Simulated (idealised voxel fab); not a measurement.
The following is a process module called voxel transistor to metal.
Displayed cross-section: cut, width of 185 nm, square cells sized 5 nm.
Cross-section = grid of square cells, listed top down in bands; band = one or more rows. Read a band's entry like this: the first values are the height of its top and the height of its bottom in nm, and what follows is the sequence of materials from left to right, each with its width in nm. Note that "air" is empty space, and that a single material marked "edge to edge" reaches across the band from edge to edge. Where do heights start? At 0: under that level the wafer as delivered is made of one material only. And the lowest band has no floor; it just carries on downward, as in "0 -> down". Top row gets the first number, bottom row gets the second, and each row in between changes by the same step: that is how a band width like "30..40" works. Where a step carries "left unchanged", the cross-section came out of it unchanged, cell for cell. Closed-off voids of 8+ cells (no open route to the top) go in "Closed void roster", written width x height at distance from the left edge, in nm. On a step's line, text after the settings is the simulator commenting on that step. overlay nm, on a step with a mask: how far to the right of its planned place the mask lay; to the left if negative.

# Process steps foreseen in the plan
1 RECEIVE (material Si)
2 CONFORMAL_DEP (material SiO2; thk nm 5)
3 CONFORMAL_DEP (material SiN; thk nm 15)
4 PATTERN (tone cover; mask id ACTIVE; material resist; width nm 105; thk nm 15; overlay nm 0)
5 DIRECTIONAL_ETCH (etch materials SiN; depth nm 15)
6 DIRECTIONAL_ETCH (etch materials SiO2; depth nm 5)
7 DIRECTIONAL_ETCH (etch materials Si; depth nm 20)
8 STRIP (etch materials resist)
9 FILL_DEP (material SiO2; thk nm 15)
10 CMP (height nm 20)
11 SELECTIVE_ETCH (etch materials SiO2; depth nm 10)
12 STRIP (etch materials SiN)
13 SELECTIVE_ETCH (etch materials SiO2; depth nm 5)
14 OXIDIZE (depth nm 5)
15 DIRECTIONAL_DEP (material polySi; thk nm 25)
16 DIRECTIONAL_DEP (material SiCN; thk nm 10)
17 DIRECTIONAL_DEP (material aC; thk nm 15)
18 PATTERN (tone cover; mask id GATE; material resist; width nm 25; thk nm 30; overlay nm 0)
19 DIRECTIONAL_ETCH (etch materials aC; depth nm 15)
20 STRIP (etch materials resist)
21 DIRECTIONAL_ETCH (etch materials SiCN; depth nm 20)
22 DIRECTIONAL_ETCH (etch materials polySi; depth nm 35)
23 STRIP (etch materials aC)
24 CONFORMAL_DEP (material SiO2; thk nm 5)
25 DIRECTIONAL_ETCH (etch materials SiO2; depth nm 5)
26 CONFORMAL_DEP (material SiN; thk nm 5)
27 DIRECTIONAL_ETCH (etch materials SiN; depth nm 5)
28 DIRECTIONAL_ETCH (etch materials SiO2; depth nm 5)
29 DIRECTIONAL_ETCH (etch materials Si; depth nm 5)
30 EPI (material nSi; thk nm 10)
31 FILL_DEP (material SiO2; thk nm 5)
32 CMP (height nm 25)
33 STRIP (etch materials polySi)
34 SELECTIVE_ETCH (etch materials SiO2; depth nm 5)
35 CONFORMAL_DEP (material HfO2; thk nm 5)
36 CONFORMAL_DEP (material TiN; thk nm 5)
37 FILL_DEP (material W; thk nm 10)
38 CMP (height nm 20)
39 DIRECTIONAL_DEP (material SiO2; thk nm 15)
40 MASKED_ETCH (tone open; mask id CONTACT; width nm 15; pitch nm 70; etch materials SiO2; depth nm 35; overlay nm 0)
41 CONFORMAL_DEP (material TiN; thk nm 5)
42 FILL_DEP (material Ru; thk nm 10)
43 CMP (height nm 35)
44 CONFORMAL_DEP (material SiCN; thk nm 5)
45 DIRECTIONAL_DEP (material lowk; thk nm 20)
46 MASKED_ETCH (tone open; mask id METAL_1; width nm 15; pitch nm 70; etch materials lowk; depth nm 20; overlay nm 0)
47 MASKED_ETCH (tone open; mask id METAL_1; width nm 15; pitch nm 70; etch materials SiCN; depth nm 5; overlay nm 0)
48 CONFORMAL_DEP (material TiN; thk nm 5)
49 FILL_DEP (material Cu; thk nm 5)
50 CMP (height nm 60)
51 EPI (material Ru; thk nm 5)
52 FILL_DEP (material SiCN; thk nm 5)
53 DIRECTIONAL_DEP (material SiO2; thk nm 30)
54 PATTERN (tone open; mask id METAL_2; material resist; width nm 15; pitch nm 70; thk nm 15; overlay nm 0)
55 DIRECTIONAL_ETCH (etch materials SiO2; depth nm 20)
56 STRIP (etch materials resist)
57 MASKED_ETCH (tone open; mask id METAL_2_HOLES; width nm 15; pitch nm 70; etch materials SiO2; depth nm 10; overlay nm 0)
58 MASKED_ETCH (tone open; mask id METAL_2_HOLES; width nm 15; pitch nm 70; etch materials SiCN; depth nm 5; overlay nm 0)
59 CONFORMAL_DEP (material TiN; thk nm 5)
60 FILL_DEP (material Ru; thk nm 5)
61 CMP (height nm 100)
62 CONFORMAL_DEP (material SiCN; thk nm 5)

# Incoming wafer in cross-section (state: after step 1)
- 0 -> down: Si edge to edge
- Closed void roster: none

# First wafer of two, sectioned at end of module; run went per plan
- 105 -> 100: SiCN edge to edge
- 100 -> 70: SiO2=50, TiN=5, Ru=5, TiN=5, SiO2=55, TiN=5, Ru=5, TiN=5, SiO2=50
- 70 -> 65: SiCN=50, TiN=15, SiCN=55, TiN=15, SiCN=50
- 65 -> 60: SiCN=45, Ru=25, SiCN=45, Ru=25, SiCN=45
- 60 -> 40: lowk=50, TiN=5, Cu=5, TiN=5, lowk=55, TiN=5, Cu=5, TiN=5, lowk=50
- 40 -> 35: SiCN=50, TiN=15, SiCN=55, TiN=15, SiCN=50
- 35 -> 20: SiO2=50, TiN=5, Ru=5, TiN=5, SiO2=55, TiN=5, Ru=5, TiN=5, SiO2=50
- 20 -> 10: SiO2=50, TiN=5, Ru=5, TiN=5, SiO2=5, SiN=5, HfO2=5, TiN=5, W=15, TiN=5, HfO2=5, SiN=5, SiO2=5, TiN=5, Ru=5, TiN=5, SiO2=50
- 10 -> 5: SiO2=50, TiN=15, SiO2=5, SiN=5, HfO2=5, TiN=5, W=15, TiN=5, HfO2=5, SiN=5, SiO2=5, TiN=15, SiO2=50
- 5 -> 0: SiO2=40, SiN=5, nSi=10, TiN=5, nSi=10, SiN=5, HfO2=5, TiN=25, HfO2=5, SiN=5, nSi=10, TiN=5, nSi=10, SiN=5, SiO2=40
- 0 -> -5: SiO2=45, nSi=25, SiO2=5, HfO2=35, SiO2=5, nSi=25, SiO2=45
- -5 -> -10: SiO2=40, Si=5, nSi=25, Si=45, nSi=25, Si=5, SiO2=40
- -10 -> -20: SiO2=40, Si=105, SiO2=40
- -20 -> down: Si edge to edge
- Closed void roster: none

# This is the second of the two wafers, cross-sectioned at the end of the module; it started exactly like the first and was given the same plan, but it was run with one mistake
- 95 -> 90: SiCN edge to edge
- 90 -> 70: SiO2=50, TiN=5, Ru=5, TiN=5, SiO2=55, TiN=5, Ru=5, TiN=5, SiO2=50
- 70 -> 65: SiCN=50, TiN=15, SiCN=55, TiN=15, SiCN=50
- 65 -> 60: SiCN=45, Ru=25, SiCN=45, Ru=25, SiCN=45
- 60 -> 40: lowk=50, TiN=5, Cu=5, TiN=5, lowk=55, TiN=5, Cu=5, TiN=5, lowk=50
- 40 -> 35: SiCN=50, TiN=15, SiCN=55, TiN=15, SiCN=50
- 35 -> 20: SiO2=50, TiN=5, Ru=5, TiN=5, SiO2=55, TiN=5, Ru=5, TiN=5, SiO2=50
- 20 -> 10: SiO2=50, TiN=5, Ru=5, TiN=5, SiO2=5, SiN=5, HfO2=5, TiN=5, W=15, TiN=5, HfO2=5, SiN=5, SiO2=5, TiN=5, Ru=5, TiN=5, SiO2=50
- 10 -> 5: SiO2=50, TiN=15, SiO2=5, SiN=5, HfO2=5, TiN=5, W=15, TiN=5, HfO2=5, SiN=5, SiO2=5, TiN=15, SiO2=50
- 5 -> 0: SiO2=40, SiN=5, nSi=10, TiN=5, nSi=10, SiN=5, HfO2=5, TiN=25, HfO2=5, SiN=5, nSi=10, TiN=5, nSi=10, SiN=5, SiO2=40
- 0 -> -5: SiO2=45, nSi=25, SiO2=5, HfO2=35, SiO2=5, nSi=25, SiO2=45
- -5 -> -10: SiO2=40, Si=5, nSi=25, Si=45, nSi=25, Si=5, SiO2=40
- -10 -> -20: SiO2=40, Si=105, SiO2=40
- -20 -> down: Si edge to edge
- Closed void roster: none
In executing the process, a mistake was made relative to the plan: planned and actual differ for step 61; actual: CMP (height nm 90)
Wrapping up, a cell-based count of both wafers puts the second over or under the first for these materials: 4 fewer of Ru, 62 fewer of SiO2, 8 fewer of TiN
